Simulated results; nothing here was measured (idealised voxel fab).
This is a process module. Its name is voxel self aligned vias.
FYI the section here is cut, 240 nm wide, cells are 5 nm squares.
Cross-section layout: square cells on a grid; listed as bands, top to bottom; a band spans one or more cell rows.
Per band: top height and bottom height in nm, followed by the left-to-right materials and their widths in nm; "edge to edge" marks a single material spanning edge to edge, "empty" marks empty space.
Height is counted from the level 0, under which the received wafer is composed throughout of one material. The lowest of the bands is not closed at the bottom but continues downward, in the notation "0 nm and below".
Graded width ("30->40"): value in top row of band = first number; value in bottom row = second number; row-to-row change constant.
The cross-section has no changed cell in any step marked "no modifications".
"Enclosed internal cavities" enumerates empty spaces isolated from the top, with no open way to it, that contain at least 8 cells, giving each as width x height at distance from the left edge, all three in nm.
If you see something after the settings on a step's line, that's the simulator's own remark about that step.
You can add "overlay nm" to a step's line. For a step with a mask, it describes how far the mask lay to the right of its planned position, and a negative number describes a lay to the left.
[Intended process steps]
1: RECEIVE, material Si
2: CONFORMAL_DEP, material SiO2, thk nm 10
3: CONFORMAL_DEP, material SiCN, thk nm 5
4: DIRECTIONAL_DEP, material SiO2, thk nm 25
5: PATTERN, tone open, mask id LINES, material resist, width nm 20, pitch nm 65, thk nm 15, overlay nm 0
6: DIRECTIONAL_ETCH, etch materials SiO2, depth nm 25
7: STRIP, etch materials resist
8: CONFORMAL_DEP, material TiN, thk nm 5
9: FILL_DEP, material W, thk nm 10
10: CMP, height nm 40
11: SELECTIVE_ETCH, etch materials W Ru TiN, depth nm 10
12: FILL_DEP, material SiN, thk nm 5
13: CMP, height nm 40
14: DIRECTIONAL_DEP, material SiO2, thk nm 15
15: DIRECTIONAL_DEP, material aC, thk nm 10
16: PATTERN, tone open, mask id VIAS, material resist, width nm 40, pitch nm 65, thk nm 30, overlay nm 0
17: DIRECTIONAL_ETCH, etch materials aC, depth nm 10
18: STRIP, etch materials resist
19: DIRECTIONAL_ETCH, etch materials SiO2, depth nm 15
20: DIRECTIONAL_ETCH, etch materials SiN, depth nm 10
21: STRIP, etch materials aC
22: CONFORMAL_DEP, material TiN, thk nm 5
23: FILL_DEP, material Ru, thk nm 5
24: CMP, height nm 55
25: CONFORMAL_DEP, material SiN, thk nm 5
[Wafer at receipt (post step 1), cross-section]
- 0 nm and below: Si edge to edge
- Enclosed internal cavities: none
[End state of the module in cross-section, given the above starting point and plan and one mistake in execution]
- 60 nm to 55 nm: SiN edge to edge
- 55 nm to 35 nm: SiO2: 65 / TiN: 5 / Ru: 30 / TiN: 5 / SiO2: 25 / TiN: 5 / Ru: 30 / TiN: 5 / SiO2: 70
- 35 nm to 30 nm: SiO2: 65 / TiN: 40 / SiO2: 25 / TiN: 40 / SiO2: 70
- 30 nm to 20 nm: SiO2: 65->75 / TiN: 15->5 / W: 10 / TiN: 15->5 / SiO2: 25->45 / TiN: 15->5 / W: 10 / TiN: 15->5 / SiO2: 70->80
- 20 nm to 15 nm: SiO2: 75 / TiN: 20 / SiO2: 45 / TiN: 20 / SiO2: 80
- 15 nm to 10 nm: SiCN edge to edge
- 10 nm to 0 nm: SiO2 edge to edge
- 0 nm and below: Si edge to edge
- Enclosed internal cavities: none
Which mistake was made when the wafer was run? step 19, plan: ran twice
